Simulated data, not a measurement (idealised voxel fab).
Documented hereafter: the process module known as voxel wiring stack.
The figure presents cross-section cut, which has a width of 230 nm and is divided into square cells with an edge length of 5 nm.
Each cross-section below is a grid of square cells, stated as bands in top-down order, with one or more rows of cells making up each band.
The band entry comprises the height of the band's top followed by the height of its bottom, expressed in nm, and subsequently the band's materials from left to right, each stated together with its width in nm. Where a single material is marked with the word "full width", that material fills the band from edge to edge. The word "air" represents empty space.
Height 0 is the level under which the wafer as received is all one material. The lowest band goes on downwards, as in "0 and below".
Top row gets the first number, bottom row gets the second, and each row in between changes by the same step: that is how a band width like "30->40" works.
"no change occurred" means the step left every cell of the cross-section as it was.
The entry titled "Closed internal cavities" provides the empty spaces that have no open way to the top, restricted to those of 8 cells or more. Each is presented as width x height at distance, the distance being measured from the left edge, with all three in nm.
That trailing text on a step's line, after the settings, is the simulator's own remark on the step.
The setting "overlay nm" may be written on the line of a step. When the step uses a mask, the value reports how far to the right of the planned place the mask lay, and a negative value reports that it lay to the left.
Planned process steps
1 RECEIVE,material Si
2 CONFORMAL_DEP,material SiO2,thk nm 15
3 CONFORMAL_DEP,material SiN,thk nm 5
4 DIRECTIONAL_DEP,material lowk,thk nm 15
5 PATTERN,tone open,mask id METAL_1,material resist,width nm 20,pitch nm 50,thk nm 20,overlay nm 0
6 DIRECTIONAL_ETCH,etch materials lowk,depth nm 15
7 DIRECTIONAL_ETCH,etch materials SiN,depth nm 5
8 STRIP,etch materials resist
9 CONFORMAL_DEP,material TiN,thk nm 5
10 FILL_DEP,material W,thk nm 10
11 CMP,height nm 35
12 EPI,material Ru,thk nm 5
13 FILL_DEP,material SiCN,thk nm 5
14 DIRECTIONAL_DEP,material lowk,thk nm 30
15 PATTERN,tone open,mask id METAL_2_HOLES,material resist,width nm 15,pitch nm 50,thk nm 20,overlay nm 0
16 DIRECTIONAL_ETCH,etch materials lowk,depth nm 30
17 STRIP,etch materials resist
18 DIRECTIONAL_DEP,material aC,thk nm 15
19 PATTERN,tone open,mask id METAL_2,material resist,width nm 20,pitch nm 50,thk nm 30,overlay nm 0
20 DIRECTIONAL_ETCH,etch materials aC,depth nm 15
21 STRIP,etch materials resist
22 DIRECTIONAL_ETCH,etch materials lowk,depth nm 20
23 DIRECTIONAL_ETCH,etch materials SiCN,depth nm 5
24 STRIP,etch materials aC
25 CONFORMAL_DEP,material TiN,thk nm 5
26 FILL_DEP,material Cu,thk nm 5
27 CMP,height nm 75
28 CONFORMAL_DEP,material SiCN,thk nm 5
29 DIRECTIONAL_DEP,material lowk,thk nm 25
30 MASKED_ETCH,tone open,mask id METAL_3_HOLES,width nm 15,pitch nm 50,etch materials lowk,depth nm 25,overlay nm 0
31 DIRECTIONAL_DEP,material aC,thk nm 10
32 PATTERN,tone open,mask id METAL_3,material resist,width nm 20,pitch nm 50,thk nm 30,overlay nm 0
33 DIRECTIONAL_ETCH,etch materials aC,depth nm 10
34 STRIP,etch materials resist
35 DIRECTIONAL_ETCH,etch materials lowk,depth nm 15
36 DIRECTIONAL_ETCH,etch materials SiCN,depth nm 5
37 STRIP,etch materials aC
38 CONFORMAL_DEP,material TiN,thk nm 5
39 FILL_DEP,material Ru,thk nm 5
40 CMP,height nm 105
41 CONFORMAL_DEP,material SiN,thk nm 5
first wafer, as planned
Delivered wafer in cross-section: state after step 1
- 0 and below | Si full width
- Closed internal cavities: none
Sectional view: wafer, after step 2
- 15 down to 0 | SiO2 full width
- Everything under 0 stays put, no change at all.
Sectional view: wafer, after step 3
- 20 down to 15 | SiN full width
- Everything under 15 stays put, no change at all.
Sectional view: wafer, after step 4
- 35 down to 20 | lowk full width
- Everything under 20 stays put, no change at all.
Sectional view: wafer, after step 5
- 55 down to 35 | 30 nm resist, then 20 nm air, then 30 nm resist, then 20 nm air, then 30 nm resist, then 20 nm air, then 30 nm resist, then 20 nm air, then 30 nm resist
- Everything under 35 stays put, no change at all.
Sectional view: wafer, after step 6
- 55 down to 35 | 30 nm resist, then 20 nm air, then 30 nm resist, then 20 nm air, then 30 nm resist, then 20 nm air, then 30 nm resist, then 20 nm air, then 30 nm resist
- 35 down to 20 | 30 nm lowk, then 20 nm air, then 30 nm lowk, then 20 nm air, then 30 nm lowk, then 20 nm air, then 30 nm lowk, then 20 nm air, then 30 nm lowk
- Everything under 20 stays put, no change at all.
Sectional view: wafer, after step 7
- 55 down to 35 | 30 nm resist, then 20 nm air, then 30 nm resist, then 20 nm air, then 30 nm resist, then 20 nm air, then 30 nm resist, then 20 nm air, then 30 nm resist
- 35 down to 20 | 30 nm lowk, then 20 nm air, then 30 nm lowk, then 20 nm air, then 30 nm lowk, then 20 nm air, then 30 nm lowk, then 20 nm air, then 30 nm lowk
- 20 down to 15 | 30 nm SiN, then 20 nm air, then 30 nm SiN, then 20 nm air, then 30 nm SiN, then 20 nm air, then 30 nm SiN, then 20 nm air, then 30 nm SiN
- Everything under 15 stays put, no change at all.
Sectional view: wafer, after step 8
- 35 down to 20 | 30 nm lowk, then 20 nm air, then 30 nm lowk, then 20 nm air, then 30 nm lowk, then 20 nm air, then 30 nm lowk, then 20 nm air, then 30 nm lowk
- Everything under 20 stays put, no change at all.
Sectional view: wafer, after step 9
- 40 down to 35 | 35 nm TiN, then 10 nm air, then 40 nm TiN, then 10 nm air, then 40 nm TiN, then 10 nm air, then 40 nm TiN, then 10 nm air, then 35 nm TiN
- 35 down to 20 | 30 nm lowk, then 5 nm TiN, then 10 nm air, then 5 nm TiN, then 30 nm lowk, then 5 nm TiN, then 10 nm air, then 5 nm TiN, then 30 nm lowk, then 5 nm TiN, then 10 nm air, then 5 nm TiN, then 30 nm lowk, then 5 nm TiN, then 10 nm air, then 5 nm TiN, then 30 nm lowk
- 20 down to 15 | 30 nm SiN, then 20 nm TiN, then 30 nm SiN, then 20 nm TiN, then 30 nm SiN, then 20 nm TiN, then 30 nm SiN, then 20 nm TiN, then 30 nm SiN
- Everything under 15 stays put, no change at all.
Sectional view: wafer, after step 10
- 50 down to 40 | W full width
- 40 down to 35 | 35 nm TiN, then 10 nm W, then 40 nm TiN, then 10 nm W, then 40 nm TiN, then 10 nm W, then 40 nm TiN, then 10 nm W, then 35 nm TiN
- 35 down to 20 | 30 nm lowk, then 5 nm TiN, then 10 nm W, then 5 nm TiN, then 30 nm lowk, then 5 nm TiN, then 10 nm W, then 5 nm TiN, then 30 nm lowk, then 5 nm TiN, then 10 nm W, then 5 nm TiN, then 30 nm lowk, then 5 nm TiN, then 10 nm W, then 5 nm TiN, then 30 nm lowk
- Everything under 20 stays put, no change at all.
Sectional view: wafer, after step 11
- 35 down to 20 | 30 nm lowk, then 5 nm TiN, then 10 nm W, then 5 nm TiN, then 30 nm lowk, then 5 nm TiN, then 10 nm W, then 5 nm TiN, then 30 nm lowk, then 5 nm TiN, then 10 nm W, then 5 nm TiN, then 30 nm lowk, then 5 nm TiN, then 10 nm W, then 5 nm TiN, then 30 nm lowk
- Everything under 20 stays put, no change at all.
Sectional view: wafer, after step 12
- 40 down to 35 | 25 nm air, then 30 nm Ru, then 20 nm air, then 30 nm Ru, then 20 nm air, then 30 nm Ru, then 20 nm air, then 30 nm Ru, then 25 nm air
- Everything under 35 stays put, no change at all.
Sectional view: wafer, after step 13
- 45 down to 40 | SiCN full width
- 40 down to 35 | 25 nm SiCN, then 30 nm Ru, then 20 nm SiCN, then 30 nm Ru, then 20 nm SiCN, then 30 nm Ru, then 20 nm SiCN, then 30 nm Ru, then 25 nm SiCN
- Everything under 35 stays put, no change at all.
Sectional view: wafer, after step 14
- 75 down to 45 | lowk full width
- Everything under 45 stays put, no change at all.
Sectional view: wafer, after step 15
- 95 down to 75 | 30 nm resist, then 15 nm air, then 35 nm resist, then 15 nm air, then 35 nm resist, then 15 nm air, then 35 nm resist, then 15 nm air, then 35 nm resist
- Everything under 75 stays put, no change at all.
Sectional view: wafer, after step 16
- 95 down to 75 | 30 nm resist, then 15 nm air, then 35 nm resist, then 15 nm air, then 35 nm resist, then 15 nm air, then 35 nm resist, then 15 nm air, then 35 nm resist
- 75 down to 45 | 30 nm lowk, then 15 nm air, then 35 nm lowk, then 15 nm air, then 35 nm lowk, then 15 nm air, then 35 nm lowk, then 15 nm air, then 35 nm lowk
- Everything under 45 stays put, no change at all.
Sectional view: wafer, after step 17
- 75 down to 45 | 30 nm lowk, then 15 nm air, then 35 nm lowk, then 15 nm air, then 35 nm lowk, then 15 nm air, then 35 nm lowk, then 15 nm air, then 35 nm lowk
- Everything under 45 stays put, no change at all.
Sectional view: wafer, after step 18
- 90 down to 75 | 30 nm aC, then 15 nm air, then 35 nm aC, then 15 nm air, then 35 nm aC, then 15 nm air, then 35 nm aC, then 15 nm air, then 35 nm aC
- 75 down to 60 | 30 nm lowk, then 15 nm air, then 35 nm lowk, then 15 nm air, then 35 nm lowk, then 15 nm air, then 35 nm lowk, then 15 nm air, then 35 nm lowk
- 60 down to 45 | 30 nm lowk, then 15 nm aC, then 35 nm lowk, then 15 nm aC, then 35 nm lowk, then 15 nm aC, then 35 nm lowk, then 15 nm aC, then 35 nm lowk
- Everything under 45 stays put, no change at all.
Sectional view: wafer, after step 19
- 120 down to 90 | 30 nm resist, then 20 nm air, then 30 nm resist, then 20 nm air, then 30 nm resist, then 20 nm air, then 30 nm resist, then 20 nm air, then 30 nm resist
- Everything under 90 stays put, no change at all.
Sectional view: wafer, after step 20
- 105 down to 90 | 30 nm resist, then 20 nm air, then 30 nm resist, then 20 nm air, then 30 nm resist, then 20 nm air, then 30 nm resist, then 20 nm air, then 30 nm resist
- 90 down to 75 | 30 nm aC, then 20 nm air, then 30 nm aC, then 20 nm air, then 30 nm aC, then 20 nm air, then 30 nm aC, then 20 nm air, then 30 nm aC
- 75 down to 45 | 30 nm lowk, then 15 nm air, then 35 nm lowk, then 15 nm air, then 35 nm lowk, then 15 nm air, then 35 nm lowk, then 15 nm air, then 35 nm lowk
- Everything under 45 stays put, no change at all.
Sectional view: wafer, after step 21
- 90 down to 75 | 30 nm aC, then 20 nm air, then 30 nm aC, then 20 nm air, then 30 nm aC, then 20 nm air, then 30 nm aC, then 20 nm air, then 30 nm aC
- Everything under 75 stays put, no change at all.
Sectional view: wafer, after step 22
- 90 down to 75 | 30 nm aC, then 20 nm air, then 30 nm aC, then 20 nm air, then 30 nm aC, then 20 nm air, then 30 nm aC, then 20 nm air, then 30 nm aC
- 75 down to 55 | 30 nm lowk, then 20 nm air, then 30 nm lowk, then 20 nm air, then 30 nm lowk, then 20 nm air, then 30 nm lowk, then 20 nm air, then 30 nm lowk
- Everything under 55 stays put, no change at all.
Sectional view: wafer, after step 23
- 90 down to 75 | 30 nm aC, then 20 nm air, then 30 nm aC, then 20 nm air, then 30 nm aC, then 20 nm air, then 30 nm aC, then 20 nm air, then 30 nm aC
- 75 down to 55 | 30 nm lowk, then 20 nm air, then 30 nm lowk, then 20 nm air, then 30 nm lowk, then 20 nm air, then 30 nm lowk, then 20 nm air, then 30 nm lowk
- 55 down to 45 | 30 nm lowk, then 15 nm air, then 35 nm lowk, then 15 nm air, then 35 nm lowk, then 15 nm air, then 35 nm lowk, then 15 nm air, then 35 nm lowk
- 45 down to 40 | 30 nm SiCN, then 15 nm air, then 35 nm SiCN, then 15 nm air, then 35 nm SiCN, then 15 nm air, then 35 nm SiCN, then 15 nm air, then 35 nm SiCN
- Everything under 40 stays put, no change at all.
Sectional view: wafer, after step 24
- 75 down to 55 | 30 nm lowk, then 20 nm air, then 30 nm lowk, then 20 nm air, then 30 nm lowk, then 20 nm air, then 30 nm lowk, then 20 nm air, then 30 nm lowk
- Everything under 55 stays put, no change at all.
Sectional view: wafer, after step 25
- 80 down to 75 | 35 nm TiN, then 10 nm air, then 40 nm TiN, then 10 nm air, then 40 nm TiN, then 10 nm air, then 40 nm TiN, then 10 nm air, then 35 nm TiN
- 75 down to 60 | 30 nm lowk, then 5 nm TiN, then 10 nm air, then 5 nm TiN, then 30 nm lowk, then 5 nm TiN, then 10 nm air, then 5 nm TiN, then 30 nm lowk, then 5 nm TiN, then 10 nm air, then 5 nm TiN, then 30 nm lowk, then 5 nm TiN, then 10 nm air, then 5 nm TiN, then 30 nm lowk
- 60 down to 55 | 30 nm lowk, then 5 nm TiN, then 5 nm air, then 10 nm TiN, then 30 nm lowk, then 5 nm TiN, then 5 nm air, then 10 nm TiN, then 30 nm lowk, then 5 nm TiN, then 5 nm air, then 10 nm TiN, then 30 nm lowk, then 5 nm TiN, then 5 nm air, then 10 nm TiN, then 30 nm lowk
- 55 down to 45 | 30 nm lowk, then 5 nm TiN, then 5 nm air, then 5 nm TiN, then 35 nm lowk, then 5 nm TiN, then 5 nm air, then 5 nm TiN, then 35 nm lowk, then 5 nm TiN, then 5 nm air, then 5 nm TiN, then 35 nm lowk, then 5 nm TiN, then 5 nm air, then 5 nm TiN, then 35 nm lowk
- 45 down to 40 | 30 nm SiCN, then 15 nm TiN, then 35 nm SiCN, then 15 nm TiN, then 35 nm SiCN, then 15 nm TiN, then 35 nm SiCN, then 15 nm TiN, then 35 nm SiCN
- Everything under 40 stays put, no change at all.
Sectional view: wafer, after step 26
- 85 down to 80 | Cu full width
- 80 down to 75 | 35 nm TiN, then 10 nm Cu, then 40 nm TiN, then 10 nm Cu, then 40 nm TiN, then 10 nm Cu, then 40 nm TiN, then 10 nm Cu, then 35 nm TiN
- 75 down to 60 | 30 nm lowk, then 5 nm TiN, then 10 nm Cu, then 5 nm TiN, then 30 nm lowk, then 5 nm TiN, then 10 nm Cu, then 5 nm TiN, then 30 nm lowk, then 5 nm TiN, then 10 nm Cu, then 5 nm TiN, then 30 nm lowk, then 5 nm TiN, then 10 nm Cu, then 5 nm TiN, then 30 nm lowk
- 60 down to 55 | 30 nm lowk, then 5 nm TiN, then 5 nm Cu, then 10 nm TiN, then 30 nm lowk, then 5 nm TiN, then 5 nm Cu, then 10 nm TiN, then 30 nm lowk, then 5 nm TiN, then 5 nm Cu, then 10 nm TiN, then 30 nm lowk, then 5 nm TiN, then 5 nm Cu, then 10 nm TiN, then 30 nm lowk
- 55 down to 45 | 30 nm lowk, then 5 nm TiN, then 5 nm Cu, then 5 nm TiN, then 35 nm lowk, then 5 nm TiN, then 5 nm Cu, then 5 nm TiN, then 35 nm lowk, then 5 nm TiN, then 5 nm Cu, then 5 nm TiN, then 35 nm lowk, then 5 nm TiN, then 5 nm Cu, then 5 nm TiN, then 35 nm lowk
- Everything under 45 stays put, no change at all.
Sectional view: wafer, after step 27
- 75 down to 60 | 30 nm lowk, then 5 nm TiN, then 10 nm Cu, then 5 nm TiN, then 30 nm lowk, then 5 nm TiN, then 10 nm Cu, then 5 nm TiN, then 30 nm lowk, then 5 nm TiN, then 10 nm Cu, then 5 nm TiN, then 30 nm lowk, then 5 nm TiN, then 10 nm Cu, then 5 nm TiN, then 30 nm lowk
- Everything under 60 stays put, no change at all.
Sectional view: wafer, after step 28
- 80 down to 75 | SiCN full width
- Everything under 75 stays put, no change at all.
Sectional view: wafer, after step 29
- 105 down to 80 | lowk full width
- Everything under 80 stays put, no change at all.
Sectional view: wafer, after step 30
- 105 down to 80 | 30 nm lowk, then 15 nm air, then 35 nm lowk, then 15 nm air, then 35 nm lowk, then 15 nm air, then 35 nm lowk, then 15 nm air, then 35 nm lowk
- Everything under 80 stays put, no change at all.
Sectional view: wafer, after step 31
- 115 down to 105 | 30 nm aC, then 15 nm air, then 35 nm aC, then 15 nm air, then 35 nm aC, then 15 nm air, then 35 nm aC, then 15 nm air, then 35 nm aC
- 105 down to 90 | 30 nm lowk, then 15 nm air, then 35 nm lowk, then 15 nm air, then 35 nm lowk, then 15 nm air, then 35 nm lowk, then 15 nm air, then 35 nm lowk
- 90 down to 80 | 30 nm lowk, then 15 nm aC, then 35 nm lowk, then 15 nm aC, then 35 nm lowk, then 15 nm aC, then 35 nm lowk, then 15 nm aC, then 35 nm lowk
- Everything under 80 stays put, no change at all.
Sectional view: wafer, after step 32
- 145 down to 115 | 30 nm resist, then 20 nm air, then 30 nm resist, then 20 nm air, then 30 nm resist, then 20 nm air, then 30 nm resist, then 20 nm air, then 30 nm resist
- Everything under 115 stays put, no change at all.
Sectional view: wafer, after step 33
- 135 down to 115 | 30 nm resist, then 20 nm air, then 30 nm resist, then 20 nm air, then 30 nm resist, then 20 nm air, then 30 nm resist, then 20 nm air, then 30 nm resist
- 115 down to 105 | 30 nm aC, then 20 nm air, then 30 nm aC, then 20 nm air, then 30 nm aC, then 20 nm air, then 30 nm aC, then 20 nm air, then 30 nm aC
- 105 down to 80 | 30 nm lowk, then 15 nm air, then 35 nm lowk, then 15 nm air, then 35 nm lowk, then 15 nm air, then 35 nm lowk, then 15 nm air, then 35 nm lowk
- Everything under 80 stays put, no change at all.
Sectional view: wafer, after step 34
- 115 down to 105 | 30 nm aC, then 20 nm air, then 30 nm aC, then 20 nm air, then 30 nm aC, then 20 nm air, then 30 nm aC, then 20 nm air, then 30 nm aC
- Everything under 105 stays put, no change at all.
Sectional view: wafer, after step 35
- 115 down to 105 | 30 nm aC, then 20 nm air, then 30 nm aC, then 20 nm air, then 30 nm aC, then 20 nm air, then 30 nm aC, then 20 nm air, then 30 nm aC
- 105 down to 90 | 30 nm lowk, then 20 nm air, then 30 nm lowk, then 20 nm air, then 30 nm lowk, then 20 nm air, then 30 nm lowk, then 20 nm air, then 30 nm lowk
- Everything under 90 stays put, no change at all.
Sectional view: wafer, after step 36
- 115 down to 105 | 30 nm aC, then 20 nm air, then 30 nm aC, then 20 nm air, then 30 nm aC, then 20 nm air, then 30 nm aC, then 20 nm air, then 30 nm aC
- 105 down to 90 | 30 nm lowk, then 20 nm air, then 30 nm lowk, then 20 nm air, then 30 nm lowk, then 20 nm air, then 30 nm lowk, then 20 nm air, then 30 nm lowk
- 90 down to 80 | 30 nm lowk, then 15 nm air, then 35 nm lowk, then 15 nm air, then 35 nm lowk, then 15 nm air, then 35 nm lowk, then 15 nm air, then 35 nm lowk
- 80 down to 75 | 30 nm SiCN, then 15 nm air, then 35 nm SiCN, then 15 nm air, then 35 nm SiCN, then 15 nm air, then 35 nm SiCN, then 15 nm air, then 35 nm SiCN
- Everything under 75 stays put, no change at all.
Sectional view: wafer, after step 37
- 105 down to 90 | 30 nm lowk, then 20 nm air, then 30 nm lowk, then 20 nm air, then 30 nm lowk, then 20 nm air, then 30 nm lowk, then 20 nm air, then 30 nm lowk
- Everything under 90 stays put, no change at all.
Sectional view: wafer, after step 38
- 110 down to 105 | 35 nm TiN, then 10 nm air, then 40 nm TiN, then 10 nm air, then 40 nm TiN, then 10 nm air, then 40 nm TiN, then 10 nm air, then 35 nm TiN
- 105 down to 95 | 30 nm lowk, then 5 nm TiN, then 10 nm air, then 5 nm TiN, then 30 nm lowk, then 5 nm TiN, then 10 nm air, then 5 nm TiN, then 30 nm lowk, then 5 nm TiN, then 10 nm air, then 5 nm TiN, then 30 nm lowk, then 5 nm TiN, then 10 nm air, then 5 nm TiN, then 30 nm lowk
- 95 down to 90 | 30 nm lowk, then 5 nm TiN, then 5 nm air, then 10 nm TiN, then 30 nm lowk, then 5 nm TiN, then 5 nm air, then 10 nm TiN, then 30 nm lowk, then 5 nm TiN, then 5 nm air, then 10 nm TiN, then 30 nm lowk, then 5 nm TiN, then 5 nm air, then 10 nm TiN, then 30 nm lowk
- 90 down to 80 | 30 nm lowk, then 5 nm TiN, then 5 nm air, then 5 nm TiN, then 35 nm lowk, then 5 nm TiN, then 5 nm air, then 5 nm TiN, then 35 nm lowk, then 5 nm TiN, then 5 nm air, then 5 nm TiN, then 35 nm lowk, then 5 nm TiN, then 5 nm air, then 5 nm TiN, then 35 nm lowk
- 80 down to 75 | 30 nm SiCN, then 15 nm TiN, then 35 nm SiCN, then 15 nm TiN, then 35 nm SiCN, then 15 nm TiN, then 35 nm SiCN, then 15 nm TiN, then 35 nm SiCN
- Everything under 75 stays put, no change at all.
Sectional view: wafer, after step 39
- 115 down to 110 | Ru full width
- 110 down to 105 | 35 nm TiN, then 10 nm Ru, then 40 nm TiN, then 10 nm Ru, then 40 nm TiN, then 10 nm Ru, then 40 nm TiN, then 10 nm Ru, then 35 nm TiN
- 105 down to 95 | 30 nm lowk, then 5 nm TiN, then 10 nm Ru, then 5 nm TiN, then 30 nm lowk, then 5 nm TiN, then 10 nm Ru, then 5 nm TiN, then 30 nm lowk, then 5 nm TiN, then 10 nm Ru, then 5 nm TiN, then 30 nm lowk, then 5 nm TiN, then 10 nm Ru, then 5 nm TiN, then 30 nm lowk
- 95 down to 90 | 30 nm lowk, then 5 nm TiN, then 5 nm Ru, then 10 nm TiN, then 30 nm lowk, then 5 nm TiN, then 5 nm Ru, then 10 nm TiN, then 30 nm lowk, then 5 nm TiN, then 5 nm Ru, then 10 nm TiN, then 30 nm lowk, then 5 nm TiN, then 5 nm Ru, then 10 nm TiN, then 30 nm lowk
- 90 down to 80 | 30 nm lowk, then 5 nm TiN, then 5 nm Ru, then 5 nm TiN, then 35 nm lowk, then 5 nm TiN, then 5 nm Ru, then 5 nm TiN, then 35 nm lowk, then 5 nm TiN, then 5 nm Ru, then 5 nm TiN, then 35 nm lowk, then 5 nm TiN, then 5 nm Ru, then 5 nm TiN, then 35 nm lowk
- Everything under 80 stays put, no change at all.
Sectional view: wafer, after step 40
- 105 down to 95 | 30 nm lowk, then 5 nm TiN, then 10 nm Ru, then 5 nm TiN, then 30 nm lowk, then 5 nm TiN, then 10 nm Ru, then 5 nm TiN, then 30 nm lowk, then 5 nm TiN, then 10 nm Ru, then 5 nm TiN, then 30 nm lowk, then 5 nm TiN, then 10 nm Ru, then 5 nm TiN, then 30 nm lowk
- Everything under 95 stays put, no change at all.
Sectional view: wafer, after step 41
- 110 down to 105 | SiN full width
- Everything under 105 stays put, no change at all.
Second of two: same start, same plan, one run error; steps up to and including 31 match the first
Second wafer, sectioned view, at step 32's planned end time
- 145 down to 115 | 35 nm resist, then 15 nm air, then 35 nm resist, then 15 nm air, then 35 nm resist, then 15 nm air, then 35 nm resist, then 15 nm air, then 30 nm resist
- 115 down to 105 | 30 nm aC, then 5 nm resist, then 10 nm air, then 35 nm aC, then 5 nm resist, then 10 nm air, then 35 nm aC, then 5 nm resist, then 10 nm air, then 35 nm aC, then 5 nm resist, then 10 nm air, then 35 nm aC
- 105 down to 90 | 30 nm lowk, then 5 nm resist, then 10 nm air, then 35 nm lowk, then 5 nm resist, then 10 nm air, then 35 nm lowk, then 5 nm resist, then 10 nm air, then 35 nm lowk, then 5 nm resist, then 10 nm air, then 35 nm lowk
- Everything under 90 stays put, no change at all.
Second wafer, sectioned view, at step 33's planned end time
- 135 down to 115 | 35 nm resist, then 15 nm air, then 35 nm resist, then 15 nm air, then 35 nm resist, then 15 nm air, then 35 nm resist, then 15 nm air, then 30 nm resist
- 115 down to 105 | 30 nm aC, then 5 nm resist, then 15 nm air, then 30 nm aC, then 5 nm resist, then 15 nm air, then 30 nm aC, then 5 nm resist, then 15 nm air, then 30 nm aC, then 5 nm resist, then 15 nm air, then 30 nm aC
- 105 down to 90 | 30 nm lowk, then 5 nm resist, then 10 nm air, then 35 nm lowk, then 5 nm resist, then 10 nm air, then 35 nm lowk, then 5 nm resist, then 10 nm air, then 35 nm lowk, then 5 nm resist, then 10 nm air, then 35 nm lowk
- 90 down to 80 | 30 nm lowk, then 5 nm aC, then 10 nm air, then 35 nm lowk, then 5 nm aC, then 10 nm air, then 35 nm lowk, then 5 nm aC, then 10 nm air, then 35 nm lowk, then 5 nm aC, then 10 nm air, then 35 nm lowk
- Everything under 80 stays put, no change at all.
Second wafer, sectioned view, at step 34's planned end time
- 115 down to 105 | 30 nm aC, then 20 nm air, then 30 nm aC, then 20 nm air, then 30 nm aC, then 20 nm air, then 30 nm aC, then 20 nm air, then 30 nm aC
- 105 down to 90 | 30 nm lowk, then 15 nm air, then 35 nm lowk, then 15 nm air, then 35 nm lowk, then 15 nm air, then 35 nm lowk, then 15 nm air, then 35 nm lowk
- Everything under 90 stays put, no change at all.
Second wafer, sectioned view, at step 35's planned end time
- 115 down to 105 | 30 nm aC, then 20 nm air, then 30 nm aC, then 20 nm air, then 30 nm aC, then 20 nm air, then 30 nm aC, then 20 nm air, then 30 nm aC
- 105 down to 90 | 30 nm lowk, then 20 nm air, then 30 nm lowk, then 20 nm air, then 30 nm lowk, then 20 nm air, then 30 nm lowk, then 20 nm air, then 30 nm lowk
- Everything under 90 stays put, no change at all.
Second wafer, sectioned view, at step 36's planned end time
- 115 down to 105 | 30 nm aC, then 20 nm air, then 30 nm aC, then 20 nm air, then 30 nm aC, then 20 nm air, then 30 nm aC, then 20 nm air, then 30 nm aC
- 105 down to 90 | 30 nm lowk, then 20 nm air, then 30 nm lowk, then 20 nm air, then 30 nm lowk, then 20 nm air, then 30 nm lowk, then 20 nm air, then 30 nm lowk
- 90 down to 80 | 30 nm lowk, then 5 nm aC, then 10 nm air, then 35 nm lowk, then 5 nm aC, then 10 nm air, then 35 nm lowk, then 5 nm aC, then 10 nm air, then 35 nm lowk, then 5 nm aC, then 10 nm air, then 35 nm lowk
- 80 down to 75 | 35 nm SiCN, then 10 nm air, then 40 nm SiCN, then 10 nm air, then 40 nm SiCN, then 10 nm air, then 40 nm SiCN, then 10 nm air, then 35 nm SiCN
- Everything under 75 stays put, no change at all.
Second wafer, sectioned view, at step 37's planned end time
- 105 down to 90 | 30 nm lowk, then 20 nm air, then 30 nm lowk, then 20 nm air, then 30 nm lowk, then 20 nm air, then 30 nm lowk, then 20 nm air, then 30 nm lowk
- 90 down to 80 | 30 nm lowk, then 15 nm air, then 35 nm lowk, then 15 nm air, then 35 nm lowk, then 15 nm air, then 35 nm lowk, then 15 nm air, then 35 nm lowk
- Everything under 80 stays put, no change at all.
Second wafer, sectioned view, at step 38's planned end time
- 110 down to 105 | 35 nm TiN, then 10 nm air, then 40 nm TiN, then 10 nm air, then 40 nm TiN, then 10 nm air, then 40 nm TiN, then 10 nm air, then 35 nm TiN
- 105 down to 95 | 30 nm lowk, then 5 nm TiN, then 10 nm air, then 5 nm TiN, then 30 nm lowk, then 5 nm TiN, then 10 nm air, then 5 nm TiN, then 30 nm lowk, then 5 nm TiN, then 10 nm air, then 5 nm TiN, then 30 nm lowk, then 5 nm TiN, then 10 nm air, then 5 nm TiN, then 30 nm lowk
- 95 down to 85 | 30 nm lowk, then 5 nm TiN, then 5 nm air, then 10->5 nm TiN, then 30->35 nm lowk, then 5 nm TiN, then 5 nm air, then 10->5 nm TiN, then 30->35 nm lowk, then 5 nm TiN, then 5 nm air, then 10->5 nm TiN, then 30->35 nm lowk, then 5 nm TiN, then 5 nm air, then 10->5 nm TiN, then 30->35 nm lowk
- 85 down to 80 | 30 nm lowk, then 15 nm TiN, then 35 nm lowk, then 15 nm TiN, then 35 nm lowk, then 15 nm TiN, then 35 nm lowk, then 15 nm TiN, then 35 nm lowk
- 80 down to 75 | 35 nm SiCN, then 10 nm TiN, then 40 nm SiCN, then 10 nm TiN, then 40 nm SiCN, then 10 nm TiN, then 40 nm SiCN, then 10 nm TiN, then 35 nm SiCN
- Everything under 75 stays put, no change at all.
Second wafer, sectioned view, at step 39's planned end time
- 115 down to 110 | Ru full width
- 110 down to 105 | 35 nm TiN, then 10 nm Ru, then 40 nm TiN, then 10 nm Ru, then 40 nm TiN, then 10 nm Ru, then 40 nm TiN, then 10 nm Ru, then 35 nm TiN
- 105 down to 95 | 30 nm lowk, then 5 nm TiN, then 10 nm Ru, then 5 nm TiN, then 30 nm lowk, then 5 nm TiN, then 10 nm Ru, then 5 nm TiN, then 30 nm lowk, then 5 nm TiN, then 10 nm Ru, then 5 nm TiN, then 30 nm lowk, then 5 nm TiN, then 10 nm Ru, then 5 nm TiN, then 30 nm lowk
- 95 down to 85 | 30 nm lowk, then 5 nm TiN, then 5 nm Ru, then 10->5 nm TiN, then 30->35 nm lowk, then 5 nm TiN, then 5 nm Ru, then 10->5 nm TiN, then 30->35 nm lowk, then 5 nm TiN, then 5 nm Ru, then 10->5 nm TiN, then 30->35 nm lowk, then 5 nm TiN, then 5 nm Ru, then 10->5 nm TiN, then 30->35 nm lowk
- Everything under 85 stays put, no change at all.
Second wafer, sectioned view, at step 40's planned end time
- 105 down to 95 | 30 nm lowk, then 5 nm TiN, then 10 nm Ru, then 5 nm TiN, then 30 nm lowk, then 5 nm TiN, then 10 nm Ru, then 5 nm TiN, then 30 nm lowk, then 5 nm TiN, then 10 nm Ru, then 5 nm TiN, then 30 nm lowk, then 5 nm TiN, then 10 nm Ru, then 5 nm TiN, then 30 nm lowk
- Everything under 95 stays put, no change at all.
Second wafer, sectioned view, at step 41's planned end time
- 110 down to 105 | SiN full width
- Everything under 105 stays put, no change at all.
Heads up, the wafer didn't run the way we planned it: so step 32 ended up running with a different setting than we planned, it ran as PATTERN,tone open,mask id METAL_3,material resist,width nm 15,pitch nm 50,thk nm 30,overlay nm 0
Final difference in cells, second wafer against first, listed per material as more or fewer: -4 Ru; +4 SiCN
